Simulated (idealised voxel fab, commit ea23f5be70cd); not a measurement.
The document below concerns the process module designated voxel self aligned vias.
Displayed cross-section: cut, width of 230 nm, square cells sized 5 nm.
A cross-section is written here as square cells arranged in a grid, and it is given in bands from the top down, each band taking up one or more rows of cells. Band: top height; bottom height; in nm. Then, left to right: material with width in nm, for each material. "everywhere": a single material spanning edge to edge. "blank": empty space. The reference from which all heights are counted is 0, the level beneath which the as-received wafer is entirely one material; the lowest band, having no lower bound, proceeds downward and is written after the example "top 0, no bottom". It should be noted that a width expressed as "30 to 40" varies in equal increments from row to row of cells within the band, taking the value of the first number at the top row and that of the second number at the bottom row. Step marked "remained unchanged"? Then no cell in the cross-section changed in it. Closed-off voids of 8+ cells (no open route to the top) go in "Enclosed voids", written width x height at distance from the left edge, in nm. Text after the settings on a step's line: the simulator's own remark on that step. Among the settings permitted on a step's line is "overlay nm"; applied to a step with a mask, it specifies the extent to which the mask lay to the right of its planned position, whereas a negative figure signifies a position to the left.

Set out below are the planned steps of the process
1 RECEIVE with material Si
2 CONFORMAL_DEP with material SiO2, thk nm 10
3 CONFORMAL_DEP with material SiCN, thk nm 5
4 DIRECTIONAL_DEP with material SiO2, thk nm 30
5 MASKED_ETCH with tone open, mask id LINES, width nm 20, pitch nm 50, etch materials SiO2, depth nm 30, overlay nm 0
6 CONFORMAL_DEP with material TiN, thk nm 5
7 FILL_DEP with material Ru, thk nm 10
8 CMP with height nm 45
9 SELECTIVE_ETCH with etch materials W Ru TiN, depth nm 10
10 FILL_DEP with material SiN, thk nm 10
11 CMP with height nm 45
12 DIRECTIONAL_DEP with material SiO2, thk nm 15
13 PATTERN with tone open, mask id VIAS, material resist, width nm 30, thk nm 20, overlay nm 0
14 DIRECTIONAL_ETCH with etch materials SiO2, depth nm 15
15 DIRECTIONAL_ETCH with etch materials SiN, depth nm 10
16 STRIP with etch materials resist
17 CONFORMAL_DEP with material TiN, thk nm 5
18 FILL_DEP with material W, thk nm 5
19 CMP with height nm 60
20 CONFORMAL_DEP with material SiCN, thk nm 5

First out of two wafers; run went to plan

As-received state of the wafer in cross-section, equivalent to post-step 1
    top 0, no bottom: Si everywhere
    Enclosed voids: none

Wafer xsec, post step 2
    top 10, bottom 0: SiO2 everywhere
    Below 0, the layers are the same as they were.

Wafer xsec, post step 3
    top 15, bottom 10: SiCN everywhere
    Below 10, the layers are the same as they were.

Wafer xsec, post step 4
    top 45, bottom 15: SiO2 everywhere
    Below 15, the layers are the same as they were.

Wafer xsec, post step 5
    top 45, bottom 15: SiO2 80 nm | blank 20 nm | SiO2 30 nm | blank 20 nm | SiO2 80 nm
    Below 15, the layers are the same as they were.

Wafer xsec, post step 6
    top 50, bottom 45: TiN 85 nm | blank 10 nm | TiN 40 nm | blank 10 nm | TiN 85 nm
    top 45, bottom 20: SiO2 80 nm | TiN 5 nm | blank 10 nm | TiN 5 nm | SiO2 30 nm | TiN 5 nm | blank 10 nm | TiN 5 nm | SiO2 80 nm
    top 20, bottom 15: SiO2 80 nm | TiN 20 nm | SiO2 30 nm | TiN 20 nm | SiO2 80 nm
    Below 15, the layers are the same as they were.

Wafer xsec, post step 7
    top 60, bottom 50: Ru everywhere
    top 50, bottom 45: TiN 85 nm | Ru 10 nm | TiN 40 nm | Ru 10 nm | TiN 85 nm
    top 45, bottom 20: SiO2 80 nm | TiN 5 nm | Ru 10 nm | TiN 5 nm | SiO2 30 nm | TiN 5 nm | Ru 10 nm | TiN 5 nm | SiO2 80 nm
    Below 20, the layers are the same as they were.

Wafer xsec, post step 8
    top 45, bottom 20: SiO2 80 nm | TiN 5 nm | Ru 10 nm | TiN 5 nm | SiO2 30 nm | TiN 5 nm | Ru 10 nm | TiN 5 nm | SiO2 80 nm
    Below 20, the layers are the same as they were.

Wafer xsec, post step 9
    top 45, bottom 35: SiO2 80 nm | blank 20 nm | SiO2 30 nm | blank 20 nm | SiO2 80 nm
    Below 35, the layers are the same as they were.

Wafer xsec, post step 10
    top 55, bottom 45: SiN everywhere
    top 45, bottom 35: SiO2 80 nm | SiN 20 nm | SiO2 30 nm | SiN 20 nm | SiO2 80 nm
    Below 35, the layers are the same as they were.

Wafer xsec, post step 11
    top 45, bottom 35: SiO2 80 nm | SiN 20 nm | SiO2 30 nm | SiN 20 nm | SiO2 80 nm
    Below 35, the layers are the same as they were.

Wafer xsec, post step 12
    top 60, bottom 45: SiO2 everywhere
    Below 45, the layers are the same as they were.

Wafer xsec, post step 13
    top 80, bottom 60: resist 75 nm | blank 30 nm | resist 125 nm
    Below 60, the layers are the same as they were.

Wafer xsec, post step 14
    top 80, bottom 60: resist 75 nm | blank 30 nm | resist 125 nm
    top 60, bottom 45: SiO2 75 nm | blank 30 nm | SiO2 125 nm
    Below 45, the layers are the same as they were.

Wafer xsec, post step 15
    top 80, bottom 60: resist 75 nm | blank 30 nm | resist 125 nm
    top 60, bottom 45: SiO2 75 nm | blank 30 nm | SiO2 125 nm
    top 45, bottom 35: SiO2 80 nm | blank 20 nm | SiO2 30 nm | SiN 20 nm | SiO2 80 nm
    Below 35, the layers are the same as they were.

Wafer xsec, post step 16
    top 60, bottom 45: SiO2 75 nm | blank 30 nm | SiO2 125 nm
    Below 45, the layers are the same as they were.

Wafer xsec, post step 17
    top 65, bottom 60: TiN 80 nm | blank 20 nm | TiN 130 nm
    top 60, bottom 50: SiO2 75 nm | TiN 5 nm | blank 20 nm | TiN 5 nm | SiO2 125 nm
    top 50, bottom 45: SiO2 75 nm | TiN 10 nm | blank 10 nm | TiN 10 nm | SiO2 125 nm
    top 45, bottom 40: SiO2 80 nm | TiN 5 nm | blank 10 nm | TiN 5 nm | SiO2 30 nm | SiN 20 nm | SiO2 80 nm
    top 40, bottom 35: SiO2 80 nm | TiN 20 nm | SiO2 30 nm | SiN 20 nm | SiO2 80 nm
    Below 35, the layers are the same as they were.

Wafer xsec, post step 18
    top 70, bottom 65: W everywhere
    top 65, bottom 60: TiN 80 nm | W 20 nm | TiN 130 nm
    top 60, bottom 50: SiO2 75 nm | TiN 5 nm | W 20 nm | TiN 5 nm | SiO2 125 nm
    top 50, bottom 45: SiO2 75 nm | TiN 10 nm | W 10 nm | TiN 10 nm | SiO2 125 nm
    top 45, bottom 40: SiO2 80 nm | TiN 5 nm | W 10 nm | TiN 5 nm | SiO2 30 nm | SiN 20 nm | SiO2 80 nm
    Below 40, the layers are the same as they were.

Wafer xsec, post step 19
    top 60, bottom 50: SiO2 75 nm | TiN 5 nm | W 20 nm | TiN 5 nm | SiO2 125 nm
    Below 50, the layers are the same as they were.

Wafer xsec, post step 20
    top 65, bottom 60: SiCN everywhere
    Below 60, the layers are the same as they were.

For the second wafer, take the first wafer's start and plan, then add one mistake made in running it; everything through step 12, that step included, is shared with the first

Second wafer, sectioned view, at step 13's planned end time
    top 80, bottom 60: resist 70 nm | blank 40 nm | resist 120 nm
    Below 60, the layers are the same as they were.

Second wafer, sectioned view, at step 14's planned end time
    top 80, bottom 60: resist 70 nm | blank 40 nm | resist 120 nm
    top 60, bottom 45: SiO2 70 nm | blank 40 nm | SiO2 120 nm
    Below 45, the layers are the same as they were.

Second wafer, sectioned view, at step 15's planned end time
    top 80, bottom 60: resist 70 nm | blank 40 nm | resist 120 nm
    top 60, bottom 45: SiO2 70 nm | blank 40 nm | SiO2 120 nm
    top 45, bottom 35: SiO2 80 nm | blank 20 nm | SiO2 30 nm | SiN 20 nm | SiO2 80 nm
    Below 35, the layers are the same as they were.

Second wafer, sectioned view, at step 16's planned end time
    top 60, bottom 45: SiO2 70 nm | blank 40 nm | SiO2 120 nm
    Below 45, the layers are the same as they were.

Second wafer, sectioned view, at step 17's planned end time
    top 65, bottom 60: TiN 75 nm | blank 30 nm | TiN 125 nm
    top 60, bottom 50: SiO2 70 nm | TiN 5 nm | blank 30 nm | TiN 5 nm | SiO2 120 nm
    top 50, bottom 45: SiO2 70 nm | TiN 15 nm | blank 10 nm | TiN 15 nm | SiO2 120 nm
    top 45, bottom 40: SiO2 80 nm | TiN 5 nm | blank 10 nm | TiN 5 nm | SiO2 30 nm | SiN 20 nm | SiO2 80 nm
    top 40, bottom 35: SiO2 80 nm | TiN 20 nm | SiO2 30 nm | SiN 20 nm | SiO2 80 nm
    Below 35, the layers are the same as they were.

Second wafer, sectioned view, at step 18's planned end time
    top 70, bottom 65: W everywhere
    top 65, bottom 60: TiN 75 nm | W 30 nm | TiN 125 nm
    top 60, bottom 50: SiO2 70 nm | TiN 5 nm | W 30 nm | TiN 5 nm | SiO2 120 nm
    top 50, bottom 45: SiO2 70 nm | TiN 15 nm | W 10 nm | TiN 15 nm | SiO2 120 nm
    top 45, bottom 40: SiO2 80 nm | TiN 5 nm | W 10 nm | TiN 5 nm | SiO2 30 nm | SiN 20 nm | SiO2 80 nm
    Below 40, the layers are the same as they were.

Second wafer, sectioned view, at step 19's planned end time
    top 60, bottom 50: SiO2 70 nm | TiN 5 nm | W 30 nm | TiN 5 nm | SiO2 120 nm
    Below 50, the layers are the same as they were.

Second wafer, sectioned view, at step 20's planned end time
    top 65, bottom 60: SiCN everywhere
    Below 60, the layers are the same as they were.
Misprocessing identified: contrary to plan, step 13 was performed as PATTERN with tone open, mask id VIAS, material resist, width nm 40, thk nm 20, overlay nm 0
It is noted that, at the conclusion of processing, the second wafer exhibits a higher or lower cell count for certain materials relative to the first: -6 SiO2; +2 TiN; +4 W
